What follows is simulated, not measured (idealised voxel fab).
A process module follows: voxel air gaps.
The figure presents cross-section cut, which has a width of 260 nm and is divided into square cells with an edge length of 5 nm.
In what follows, cross-sections appear as grids of square cells, described through bands that run from the top down, where every band is one or more rows of cells.
For a band, the entry starts with two heights in nm, that of the top and then that of the bottom, and carries on with the band's materials in order from left to right, each alongside its width in nm; the word "edge to edge" beside a single material means it fills the band edge to edge, and "blank" means empty space.
Heights are reckoned from 0. Under this level, the received wafer is all of one material. The bottommost band is open-ended downward, for example "0 -> down".
So if you see something like "30->40" for the width, read it as the top row of the band sitting at the first number and the bottom row at the second, with every row in between moving by the same amount as the last.
"changes: none", as given for a step, is the statement that not any cell of the cross-section underwent a change during that step.
Closed empty spaces (no open way to the top) of 8 cells or more are what "Non-vented voids" lists, each as width x height at distance from the left edge, nm for all three.
It should be noted that, on the line of a given step, the content following the step's settings is a remark produced by the simulator itself with respect to that step.
The optional step-line setting "overlay nm" applies to steps with a mask and quantifies how far to the right of its planned location the mask lay, a negative value indicating leftward placement.

Process steps - plan
1) RECEIVE | material Si
2) CONFORMAL_DEP | material SiO2 | thk nm 15
3) CONFORMAL_DEP | material SiCN | thk nm 5
4) DIRECTIONAL_DEP | material lowk | thk nm 35
5) DIRECTIONAL_DEP | material aC | thk nm 15
6) PATTERN | tone open | mask id LINES | material resist | width nm 25 | pitch nm 50 | thk nm 35 | overlay nm 0
7) DIRECTIONAL_ETCH | etch materials aC | depth nm 15
8) STRIP | etch materials resist
9) DIRECTIONAL_ETCH | etch materials lowk | depth nm 35
10) STRIP | etch materials aC
11) CONFORMAL_DEP | material TiN | thk nm 5
12) FILL_DEP | material Cu | thk nm 5
13) CMP | height nm 55
14) EPI | material Ru | thk nm 10
15) SELECTIVE_ETCH | etch materials lowk | depth nm 45
16) CONFORMAL_DEP | material SiCN | thk nm 5

On the first of the two wafers: run conducted according to plan

This is the cross-section of the wafer as we received it, i.e. after step 1
  0 -> down  Si edge to edge
  Non-vented voids: none

State of the wafer after step 2, shown in cross-section
  15 -> 0  SiO2 edge to edge
  Anything lower than 0 is untouched.

State of the wafer after step 3, shown in cross-section
  20 -> 15  SiCN edge to edge
  Anything lower than 15 is untouched.

State of the wafer after step 4, shown in cross-section
  55 -> 20  lowk edge to edge
  Anything lower than 20 is untouched.

State of the wafer after step 5, shown in cross-section
  70 -> 55  aC edge to edge
  Anything lower than 55 is untouched.

State of the wafer after step 6, shown in cross-section
  105 -> 70  40 nm resist, then 25 nm blank, then 25 nm resist, then 25 nm blank, then 25 nm resist, then 25 nm blank, then 25 nm resist, then 25 nm blank, then 45 nm resist
  Anything lower than 70 is untouched.

State of the wafer after step 7, shown in cross-section
  90 -> 70  40 nm resist, then 25 nm blank, then 25 nm resist, then 25 nm blank, then 25 nm resist, then 25 nm blank, then 25 nm resist, then 25 nm blank, then 45 nm resist
  70 -> 55  40 nm aC, then 25 nm blank, then 25 nm aC, then 25 nm blank, then 25 nm aC, then 25 nm blank, then 25 nm aC, then 25 nm blank, then 45 nm aC
  Anything lower than 55 is untouched.

State of the wafer after step 8, shown in cross-section
  70 -> 55  40 nm aC, then 25 nm blank, then 25 nm aC, then 25 nm blank, then 25 nm aC, then 25 nm blank, then 25 nm aC, then 25 nm blank, then 45 nm aC
  Anything lower than 55 is untouched.

State of the wafer after step 9, shown in cross-section
  70 -> 55  40 nm aC, then 25 nm blank, then 25 nm aC, then 25 nm blank, then 25 nm aC, then 25 nm blank, then 25 nm aC, then 25 nm blank, then 45 nm aC
  55 -> 20  40 nm lowk, then 25 nm blank, then 25 nm lowk, then 25 nm blank, then 25 nm lowk, then 25 nm blank, then 25 nm lowk, then 25 nm blank, then 45 nm lowk
  Anything lower than 20 is untouched.

State of the wafer after step 10, shown in cross-section
  55 -> 20  40 nm lowk, then 25 nm blank, then 25 nm lowk, then 25 nm blank, then 25 nm lowk, then 25 nm blank, then 25 nm lowk, then 25 nm blank, then 45 nm lowk
  Anything lower than 20 is untouched.

State of the wafer after step 11, shown in cross-section
  60 -> 55  45 nm TiN, then 15 nm blank, then 35 nm TiN, then 15 nm blank, then 35 nm TiN, then 15 nm blank, then 35 nm TiN, then 15 nm blank, then 50 nm TiN
  55 -> 25  40 nm lowk, then 5 nm TiN, then 15 nm blank, then 5 nm TiN, then 25 nm lowk, then 5 nm TiN, then 15 nm blank, then 5 nm TiN, then 25 nm lowk, then 5 nm TiN, then 15 nm blank, then 5 nm TiN, then 25 nm lowk, then 5 nm TiN, then 15 nm blank, then 5 nm TiN, then 45 nm lowk
  25 -> 20  40 nm lowk, then 25 nm TiN, then 25 nm lowk, then 25 nm TiN, then 25 nm lowk, then 25 nm TiN, then 25 nm lowk, then 25 nm TiN, then 45 nm lowk
  Anything lower than 20 is untouched.

State of the wafer after step 12, shown in cross-section
  65 -> 60  Cu edge to edge
  60 -> 55  45 nm TiN, then 15 nm Cu, then 35 nm TiN, then 15 nm Cu, then 35 nm TiN, then 15 nm Cu, then 35 nm TiN, then 15 nm Cu, then 50 nm TiN
  55 -> 25  40 nm lowk, then 5 nm TiN, then 15 nm Cu, then 5 nm TiN, then 25 nm lowk, then 5 nm TiN, then 15 nm Cu, then 5 nm TiN, then 25 nm lowk, then 5 nm TiN, then 15 nm Cu, then 5 nm TiN, then 25 nm lowk, then 5 nm TiN, then 15 nm Cu, then 5 nm TiN, then 45 nm lowk
  Anything lower than 25 is untouched.

State of the wafer after step 13, shown in cross-section
  55 -> 25  40 nm lowk, then 5 nm TiN, then 15 nm Cu, then 5 nm TiN, then 25 nm lowk, then 5 nm TiN, then 15 nm Cu, then 5 nm TiN, then 25 nm lowk, then 5 nm TiN, then 15 nm Cu, then 5 nm TiN, then 25 nm lowk, then 5 nm TiN, then 15 nm Cu, then 5 nm TiN, then 45 nm lowk
  Anything lower than 25 is untouched.

State of the wafer after step 14, shown in cross-section
  65 -> 55  30 nm blank, then 45 nm Ru, then 5 nm blank, then 45 nm Ru, then 5 nm blank, then 45 nm Ru, then 5 nm blank, then 45 nm Ru, then 35 nm blank
  Anything lower than 55 is untouched.

State of the wafer after step 15, shown in cross-section
  65 -> 55  30 nm blank, then 45 nm Ru, then 5 nm blank, then 45 nm Ru, then 5 nm blank, then 45 nm Ru, then 5 nm blank, then 45 nm Ru, then 35 nm blank
  55 -> 25  40 nm blank, then 5 nm TiN, then 15 nm Cu, then 5 nm TiN, then 25 nm blank, then 5 nm TiN, then 15 nm Cu, then 5 nm TiN, then 25 nm blank, then 5 nm TiN, then 15 nm Cu, then 5 nm TiN, then 25 nm blank, then 5 nm TiN, then 15 nm Cu, then 5 nm TiN, then 45 nm blank
  25 -> 20  40 nm blank, then 25 nm TiN, then 25 nm blank, then 25 nm TiN, then 25 nm blank, then 25 nm TiN, then 25 nm blank, then 25 nm TiN, then 45 nm blank
  Anything lower than 20 is untouched.

State of the wafer after step 16, shown in cross-section
  70 -> 65  25 nm blank, then 205 nm SiCN, then 30 nm blank
  65 -> 55  25 nm blank, then 5 nm SiCN, then 45 nm Ru, then 5 nm SiCN, then 45 nm Ru, then 5 nm SiCN, then 45 nm Ru, then 5 nm SiCN, then 45 nm Ru, then 5 nm SiCN, then 30 nm blank
  55 -> 50  25 nm blank, then 15 nm SiCN, then 5 nm TiN, then 15 nm Cu, then 5 nm TiN, then 25 nm SiCN, then 5 nm TiN, then 15 nm Cu, then 5 nm TiN, then 25 nm SiCN, then 5 nm TiN, then 15 nm Cu, then 5 nm TiN, then 25 nm SiCN, then 5 nm TiN, then 15 nm Cu, then 5 nm TiN, then 15 nm SiCN, then 30 nm blank
  50 -> 25  35 nm blank, then 5 nm SiCN, then 5 nm TiN, then 15 nm Cu, then 5 nm TiN, then 5 nm SiCN, then 15 nm blank, then 5 nm SiCN, then 5 nm TiN, then 15 nm Cu, then 5 nm TiN, then 5 nm SiCN, then 15 nm blank, then 5 nm SiCN, then 5 nm TiN, then 15 nm Cu, then 5 nm TiN, then 5 nm SiCN, then 15 nm blank, then 5 nm SiCN, then 5 nm TiN, then 15 nm Cu, then 5 nm TiN, then 5 nm SiCN, then 40 nm blank
  25 -> 20  40 nm SiCN, then 25 nm TiN, then 25 nm SiCN, then 25 nm TiN, then 25 nm SiCN, then 25 nm TiN, then 25 nm SiCN, then 25 nm TiN, then 45 nm SiCN
  Anything lower than 20 is untouched.
  Non-vented voids: 15 x 25 at 70; 15 x 25 at 120; 15 x 25 at 170

Wafer two: like wafer one in start and plan, but with one mistake in execution; identical up to and including step 1

Second wafer at the planned finish of step 2, seen in cross-section
  30 -> 0  SiO2 edge to edge
  Anything lower than 0 is untouched.

Second wafer at the planned finish of step 3, seen in cross-section
  35 -> 30  SiCN edge to edge
  Anything lower than 30 is untouched.

Second wafer at the planned finish of step 4, seen in cross-section
  70 -> 35  lowk edge to edge
  Anything lower than 35 is untouched.

Second wafer at the planned finish of step 5, seen in cross-section
  85 -> 70  aC edge to edge
  Anything lower than 70 is untouched.

Second wafer at the planned finish of step 6, seen in cross-section
  120 -> 85  40 nm resist, then 25 nm blank, then 25 nm resist, then 25 nm blank, then 25 nm resist, then 25 nm blank, then 25 nm resist, then 25 nm blank, then 45 nm resist
  Anything lower than 85 is untouched.

Second wafer at the planned finish of step 7, seen in cross-section
  105 -> 85  40 nm resist, then 25 nm blank, then 25 nm resist, then 25 nm blank, then 25 nm resist, then 25 nm blank, then 25 nm resist, then 25 nm blank, then 45 nm resist
  85 -> 70  40 nm aC, then 25 nm blank, then 25 nm aC, then 25 nm blank, then 25 nm aC, then 25 nm blank, then 25 nm aC, then 25 nm blank, then 45 nm aC
  Anything lower than 70 is untouched.

Second wafer at the planned finish of step 8, seen in cross-section
  85 -> 70  40 nm aC, then 25 nm blank, then 25 nm aC, then 25 nm blank, then 25 nm aC, then 25 nm blank, then 25 nm aC, then 25 nm blank, then 45 nm aC
  Anything lower than 70 is untouched.

Second wafer at the planned finish of step 9, seen in cross-section
  85 -> 70  40 nm aC, then 25 nm blank, then 25 nm aC, then 25 nm blank, then 25 nm aC, then 25 nm blank, then 25 nm aC, then 25 nm blank, then 45 nm aC
  70 -> 35  40 nm lowk, then 25 nm blank, then 25 nm lowk, then 25 nm blank, then 25 nm lowk, then 25 nm blank, then 25 nm lowk, then 25 nm blank, then 45 nm lowk
  Anything lower than 35 is untouched.

Second wafer at the planned finish of step 10, seen in cross-section
  70 -> 35  40 nm lowk, then 25 nm blank, then 25 nm lowk, then 25 nm blank, then 25 nm lowk, then 25 nm blank, then 25 nm lowk, then 25 nm blank, then 45 nm lowk
  Anything lower than 35 is untouched.

Second wafer at the planned finish of step 11, seen in cross-section
  75 -> 70  45 nm TiN, then 15 nm blank, then 35 nm TiN, then 15 nm blank, then 35 nm TiN, then 15 nm blank, then 35 nm TiN, then 15 nm blank, then 50 nm TiN
  70 -> 40  40 nm lowk, then 5 nm TiN, then 15 nm blank, then 5 nm TiN, then 25 nm lowk, then 5 nm TiN, then 15 nm blank, then 5 nm TiN, then 25 nm lowk, then 5 nm TiN, then 15 nm blank, then 5 nm TiN, then 25 nm lowk, then 5 nm TiN, then 15 nm blank, then 5 nm TiN, then 45 nm lowk
  40 -> 35  40 nm lowk, then 25 nm TiN, then 25 nm lowk, then 25 nm TiN, then 25 nm lowk, then 25 nm TiN, then 25 nm lowk, then 25 nm TiN, then 45 nm lowk
  Anything lower than 35 is untouched.

Second wafer at the planned finish of step 12, seen in cross-section
  80 -> 75  Cu edge to edge
  75 -> 70  45 nm TiN, then 15 nm Cu, then 35 nm TiN, then 15 nm Cu, then 35 nm TiN, then 15 nm Cu, then 35 nm TiN, then 15 nm Cu, then 50 nm TiN
  70 -> 40  40 nm lowk, then 5 nm TiN, then 15 nm Cu, then 5 nm TiN, then 25 nm lowk, then 5 nm TiN, then 15 nm Cu, then 5 nm TiN, then 25 nm lowk, then 5 nm TiN, then 15 nm Cu, then 5 nm TiN, then 25 nm lowk, then 5 nm TiN, then 15 nm Cu, then 5 nm TiN, then 45 nm lowk
  Anything lower than 40 is untouched.

Second wafer at the planned finish of step 13, seen in cross-section
  55 -> 40  40 nm lowk, then 5 nm TiN, then 15 nm Cu, then 5 nm TiN, then 25 nm lowk, then 5 nm TiN, then 15 nm Cu, then 5 nm TiN, then 25 nm lowk, then 5 nm TiN, then 15 nm Cu, then 5 nm TiN, then 25 nm lowk, then 5 nm TiN, then 15 nm Cu, then 5 nm TiN, then 45 nm lowk
  Anything lower than 40 is untouched.

Second wafer at the planned finish of step 14, seen in cross-section
  65 -> 55  30 nm blank, then 45 nm Ru, then 5 nm blank, then 45 nm Ru, then 5 nm blank, then 45 nm Ru, then 5 nm blank, then 45 nm Ru, then 35 nm blank
  Anything lower than 55 is untouched.

Second wafer at the planned finish of step 15, seen in cross-section
  65 -> 55  30 nm blank, then 45 nm Ru, then 5 nm blank, then 45 nm Ru, then 5 nm blank, then 45 nm Ru, then 5 nm blank, then 45 nm Ru, then 35 nm blank
  55 -> 40  40 nm blank, then 5 nm TiN, then 15 nm Cu, then 5 nm TiN, then 25 nm blank, then 5 nm TiN, then 15 nm Cu, then 5 nm TiN, then 25 nm blank, then 5 nm TiN, then 15 nm Cu, then 5 nm TiN, then 25 nm blank, then 5 nm TiN, then 15 nm Cu, then 5 nm TiN, then 45 nm blank
  40 -> 35  40 nm blank, then 25 nm TiN, then 25 nm blank, then 25 nm TiN, then 25 nm blank, then 25 nm TiN, then 25 nm blank, then 25 nm TiN, then 45 nm blank
  Anything lower than 35 is untouched.

Second wafer at the planned finish of step 16, seen in cross-section
  70 -> 65  25 nm blank, then 205 nm SiCN, then 30 nm blank
  65 -> 55  25 nm blank, then 5 nm SiCN, then 45 nm Ru, then 5 nm SiCN, then 45 nm Ru, then 5 nm SiCN, then 45 nm Ru, then 5 nm SiCN, then 45 nm Ru, then 5 nm SiCN, then 30 nm blank
  55 -> 50  25 nm blank, then 15 nm SiCN, then 5 nm TiN, then 15 nm Cu, then 5 nm TiN, then 25 nm SiCN, then 5 nm TiN, then 15 nm Cu, then 5 nm TiN, then 25 nm SiCN, then 5 nm TiN, then 15 nm Cu, then 5 nm TiN, then 25 nm SiCN, then 5 nm TiN, then 15 nm Cu, then 5 nm TiN, then 15 nm SiCN, then 30 nm blank
  50 -> 40  35 nm blank, then 5 nm SiCN, then 5 nm TiN, then 15 nm Cu, then 5 nm TiN, then 5 nm SiCN, then 15 nm blank, then 5 nm SiCN, then 5 nm TiN, then 15 nm Cu, then 5 nm TiN, then 5 nm SiCN, then 15 nm blank, then 5 nm SiCN, then 5 nm TiN, then 15 nm Cu, then 5 nm TiN, then 5 nm SiCN, then 15 nm blank, then 5 nm SiCN, then 5 nm TiN, then 15 nm Cu, then 5 nm TiN, then 5 nm SiCN, then 40 nm blank
  40 -> 35  40 nm SiCN, then 25 nm TiN, then 25 nm SiCN, then 25 nm TiN, then 25 nm SiCN, then 25 nm TiN, then 25 nm SiCN, then 25 nm TiN, then 45 nm SiCN
  Anything lower than 35 is untouched.
Misprocessing identified: twice, step 2 of the plan was run
Wrapping up, a cell-based count of both wafers puts the second over or under the first for these materials: -36 Cu, -24 SiCN, +156 SiO2, -24 TiN
First wafer closed voids (final) = 3; second wafer closed voids (final) = 0.
